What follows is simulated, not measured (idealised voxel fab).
The following process module bears the name voxel capacitor over wiring.
Cross-section cut: width 175 nm, square cells of 5 nm.
Format of a cross-section: grid, square cells. Given as bands. Order: top down. Band: one or more rows of cells.
Heads up on the band format: heights come first, top then bottom, in nm. After that it's the materials left to right, each with its width in nm. A single material flagged "throughout" fills the whole band edge to edge, and "blank" means there's empty space there.
Height datum 0, below which the as-received substrate wafer is one material. Lowest band open at the bottom, running downward: "0 down".
Quick explanation for "30 to 40": the width changes in equal steps down the rows of cells, from the first number in the band's top row to the second number in its bottom row.
Where a step carries "nothing altered", the cross-section came out of it unchanged, cell for cell.
Entry "Unvented voids" = empty spaces >= 8 cells with no open way to the top; each as width x height at distance, distance from left edge, all nm.
Past the settings on a step's line: simulator remark, on that step.
Each step line may optionally specify "overlay nm", which for a step with a mask gives the rightward distance between the mask's planned place and where it lay, a negative value indicating the leftward direction.

Planned process steps
1. RECEIVE (material Si)
2. CONFORMAL_DEP (material SiO2; thk nm 10)
3. DIRECTIONAL_DEP (material TiN; thk nm 5)
4. DIRECTIONAL_DEP (material W; thk nm 20)
5. DIRECTIONAL_DEP (material aC; thk nm 10)
6. PATTERN (tone cover; mask id METAL_1; material resist; width nm 30; pitch nm 80; thk nm 25; overlay nm 0)
7. DIRECTIONAL_ETCH (etch materials aC; depth nm 10)
8. STRIP (etch materials resist)
9. DIRECTIONAL_ETCH (etch materials W; depth nm 20)
10. DIRECTIONAL_ETCH (etch materials TiN; depth nm 5)
11. STRIP (etch materials aC)
12. CONFORMAL_DEP (material SiCN; thk nm 5)
13. FILL_DEP (material lowk; thk nm 10)
14. CMP (height nm 35)
15. CONFORMAL_DEP (material SiCN; thk nm 5)
16. DIRECTIONAL_DEP (material lowk; thk nm 10)
17. PATTERN (tone open; mask id PLUG_1; material resist; width nm 15; thk nm 15; overlay nm 0)
18. DIRECTIONAL_ETCH (etch materials lowk; depth nm 10)
19. DIRECTIONAL_ETCH (etch materials SiCN; depth nm 5)
20. STRIP (etch materials resist)
21. EPI (material Ru; thk nm 10)
22. EPI (material Ru; thk nm 5)
23. DIRECTIONAL_DEP (material TiN; thk nm 10)
24. DIRECTIONAL_DEP (material SiN; thk nm 5)
25. DIRECTIONAL_DEP (material TiN; thk nm 10)
26. PATTERN (tone cover; mask id UPPER_PLATE; material resist; width nm 55; thk nm 15; overlay nm 0)
27. DIRECTIONAL_ETCH (etch materials TiN; depth nm 10)
28. DIRECTIONAL_ETCH (etch materials SiN; depth nm 5)
29. STRIP (etch materials resist)
30. MASKED_ETCH (tone cover; mask id LOWER_PLATE; width nm 65; etch materials TiN; depth nm 10; overlay nm 0)
31. FILL_DEP (material SiO2; thk nm 20)
32. CMP (height nm 90)
33. PATTERN (tone open; mask id PLUG_2; material resist; width nm 15; thk nm 15; overlay nm 0)
34. DIRECTIONAL_ETCH (etch materials SiO2; depth nm 15)
35. STRIP (etch materials resist)
36. CONFORMAL_DEP (material TiN; thk nm 5)
37. FILL_DEP (material Ru; thk nm 10)
38. CMP (height nm 90)
39. CONFORMAL_DEP (material SiCN; thk nm 5)

Cross-section: wafer on arrival = after step 1
    0 down  Si throughout
    Unvented voids: none

Cross-section: first of two wafers, module finished, run according to plan
    95 to 90  SiCN throughout
    90 to 80  SiO2 55, then TiN 5, then Ru 5, then TiN 5, then SiO2 105
    80 to 75  SiO2 55, then TiN 15, then SiO2 105
    75 to 65  SiO2 45, then TiN 55, then SiO2 75
    65 to 60  SiO2 45, then SiN 55, then SiO2 75
    60 to 50  SiO2 40, then TiN 65, then SiO2 70
    50 to 40  lowk 45, then Ru 15, then lowk 115
    40 to 35  SiCN 45, then Ru 15, then SiCN 115
    35 to 15  lowk 25, then SiCN 5, then W 30, then SiCN 5, then lowk 40, then SiCN 5, then W 30, then SiCN 5, then lowk 30
    15 to 10  SiCN 30, then TiN 30, then SiCN 50, then TiN 30, then SiCN 35
    10 to 0  SiO2 throughout
    0 down  Si throughout
    Unvented voids: none

Presented here is a cross-section of the second of the two wafers as it stood at the end of the module. It was started in the same manner and assigned the same plan as the first wafer; however, one mistake was made in its execution
    95 to 90  SiCN throughout
    90 to 80  SiO2 55, then TiN 5, then Ru 5, then TiN 5, then SiO2 105
    80 to 75  SiO2 55, then TiN 15, then SiO2 105
    75 to 65  SiO2 40, then TiN 5, then SiO2 55, then TiN 5, then SiO2 70
    65 to 60  SiN 45, then SiO2 55, then SiN 75
    60 to 50  TiN throughout
    50 to 40  lowk 45, then Ru 15, then lowk 115
    40 to 35  SiCN 45, then Ru 15, then SiCN 115
    35 to 15  lowk 25, then SiCN 5, then W 30, then SiCN 5, then lowk 40, then SiCN 5, then W 30, then SiCN 5, then lowk 30
    15 to 10  SiCN 30, then TiN 30, then SiCN 50, then TiN 30, then SiCN 35
    10 to 0  SiO2 throughout
    0 down  Si throughout
    Unvented voids: none
What went wrong in running the wafer? step 26 ran as: PATTERN (tone open; mask id UPPER_PLATE; material resist; width nm 55; thk nm 15; overlay nm 0)
Per the end-of-run cell counts, the second wafer holds more or fewer of some materials than the first: +13 SiN, -39 SiO2, +26 TiN
